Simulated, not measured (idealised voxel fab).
Name of the process module below: voxel ribs on slabs
Each square cell in cross-section cut measures 5 nm, and the section as a whole is 145 nm wide.
When this document writes out a cross-section, it uses a grid of square cells and lists it as bands, beginning at the top and moving down, with a band standing for one or more rows of cells. Band: top and bottom heights (nm) first, top before bottom; then materials from left to right, widths in nm. "edge to edge" marks a sole material filling the band edge to edge. "empty" denotes empty space. Heights from 0 (as-received wafer is one material below). Bottom band endless downward, as "0 -> down". You'd read "30..40" like this: the band's top row of cells is as wide as the first number, its bottom row is as wide as the second, and going down, every row changes width by the same amount as the row before did. "nothing different" (step): cross-section cells unchanged, all of them. "Unvented cavities": empty spaces of 8 cells or more with no open way to the top, each given as width x height at distance, distance from the left edge, all in nm. Read whatever lies past the settings on a step's line as the simulator's own remark about the step. overlay nm: on a step with a mask, how far right of its planned place the mask lay; negative means left.

## This section lists the process steps that were planned
step 1: RECEIVE,material Si
step 2: DIRECTIONAL_DEP,material SiO2,thk nm 25
step 3: DIRECTIONAL_DEP,material SiN,thk nm 15
step 4: PATTERN,tone cover,mask id RIB,material resist,width nm 25,thk nm 20,overlay nm 0
step 5: DIRECTIONAL_ETCH,etch materials SiN,depth nm 5
step 6: STRIP,etch materials resist
step 7: PATTERN,tone cover,mask id SLAB,material resist,width nm 85,thk nm 15,overlay nm 0
step 8: DIRECTIONAL_ETCH,etch materials SiN,depth nm 10
step 9: STRIP,etch materials resist
step 10: FILL_DEP,material SiO2,thk nm 15
step 11: CMP,height nm 50
step 12: DIRECTIONAL_DEP,material W,thk nm 10
step 13: PATTERN,tone cover,mask id HEATER,material resist,width nm 35,thk nm 20,overlay nm 0
step 14: DIRECTIONAL_ETCH,etch materials W,depth nm 10
step 15: STRIP,etch materials resist
step 16: CONFORMAL_DEP,material SiO2,thk nm 5

## Cross-sectional view of the wafer in its as-received condition, corresponding to the state after step 1
- 0 -> down  Si edge to edge
- Unvented cavities: none

## Here's the cross-section of the first of our two wafers at the end of the module - it ran as planned
- 65 -> 60  empty 50 nm / SiO2 45 nm / empty 50 nm
- 60 -> 55  empty 50 nm / SiO2 5 nm / W 35 nm / SiO2 5 nm / empty 50 nm
- 55 -> 50  SiO2 55 nm / W 35 nm / SiO2 55 nm
- 50 -> 40  SiO2 edge to edge
- 40 -> 35  SiO2 60 nm / SiN 25 nm / SiO2 60 nm
- 35 -> 25  SiO2 30 nm / SiN 85 nm / SiO2 30 nm
- 25 -> 0  SiO2 edge to edge
- 0 -> down  Si edge to edge
- Unvented cavities: none

## The second wafer, shown in cross-section after the module: started the same way as the first and given the same plan, yet one mistake crept into how it was run
- 60 -> 50  empty 55 nm / W 35 nm / empty 55 nm
- 50 -> 40  SiO2 edge to edge
- 40 -> 35  SiO2 60 nm / SiN 25 nm / SiO2 60 nm
- 35 -> 25  SiO2 30 nm / SiN 85 nm / SiO2 30 nm
- 25 -> 0  SiO2 edge to edge
- 0 -> down  Si edge to edge
- Unvented cavities: none
Deviation from plan: step 16 of the plan got skipped, so it never ran
Final tally in cells, some materials are higher or lower on the second wafer than on the first: SiO2 -33
